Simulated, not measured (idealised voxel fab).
A process module follows: voxel self aligned contacts.
Section cut is 150 nm wide and gridded with 5 nm square cells.
In this document a cross-section is written as a grid of square cells. It is given as a series of bands, listed from the top down, and a band is one or more rows of cells. First you get the band's top height and its bottom height, in nm, and then the materials it's made of, left to right, with each width in nm. If you see a single material with "edge to edge", that one covers the band edge to edge. "blank" is empty space. Heights from 0 (as-received wafer is one material below). Bottom band endless downward, as "0 nm and below". A width such as "30->40" changes by the same amount from each row of cells to the next, from the band's top row to its bottom row. What does "remained the same" mean for a step? It means no cell of the cross-section changed in that step. Enclosed voids (no open way to top), threshold 8 cells or more, entry "Fully closed voids", notation width x height at distance, distance from left edge, nm. Past the settings on a step's line: simulator remark, on that step. For masked steps, "overlay nm" on the step line gives how far right of plan the mask actually lay; a minus sign means it lay to the left.
Process steps foreseen in the plan:
1,RECEIVE | material Si
2,OXIDIZE | depth nm 5
3,DIRECTIONAL_DEP | material polySi | thk nm 30
4,DIRECTIONAL_DEP | material SiN | thk nm 20
5,MASKED_ETCH | tone cover | mask id GATE | width nm 35 | pitch nm 70 | etch materials SiN | depth nm 20 | overlay nm 0
6,MASKED_ETCH | tone cover | mask id GATE | width nm 35 | pitch nm 70 | etch materials polySi | depth nm 30 | overlay nm 0
7,CONFORMAL_DEP | material SiN | thk nm 5
8,DIRECTIONAL_ETCH | etch materials SiN | depth nm 5
9,FILL_DEP | material SiO2 | thk nm 15
10,CMP | height nm 60
11,PATTERN | tone open | mask id CONTACT | material resist | width nm 45 | thk nm 20 | overlay nm 0
12,DIRECTIONAL_ETCH | etch materials SiO2 | depth nm 65
13,STRIP | etch materials resist
14,CONFORMAL_DEP | material TiN | thk nm 5
15,FILL_DEP | material Ru | thk nm 10
16,CMP | height nm 60
17,CONFORMAL_DEP | material SiN | thk nm 5
Delivered wafer in cross-section: state after step 1:
> 0 nm and below: Si edge to edge
> Fully closed voids: none
The plan above was carried out on the starting structure above with one mistake, and this cross-section shows the wafer at the end of the module:
> 65 nm to 60 nm: SiN edge to edge
> 60 nm to 50 nm: 55 of SiO2 / 5->10 of TiN / 35->15 of Ru / 5->20 of TiN / 50 of SiO2
> 50 nm to 30 nm: 15 of SiO2 / 45 of SiN / 5 of TiN / 15 of Ru / 5 of TiN / 45 of SiN / 20 of SiO2
> 30 nm to 0 nm: 15 of SiO2 / 5 of SiN / 35 of polySi / 5 of SiN / 5 of TiN / 15 of Ru / 5 of TiN / 5 of SiN / 35 of polySi / 5 of SiN / 20 of SiO2
> 0 nm to -5 nm: 60 of SiO2 / 25 of TiN / 65 of SiO2
> -5 nm and below: Si edge to edge
> Fully closed voids: none
Misprocessing identified: contrary to plan, step 11 was performed as PATTERN | tone open | mask id CONTACT | material resist | width nm 45 | thk nm 20 | overlay nm 5
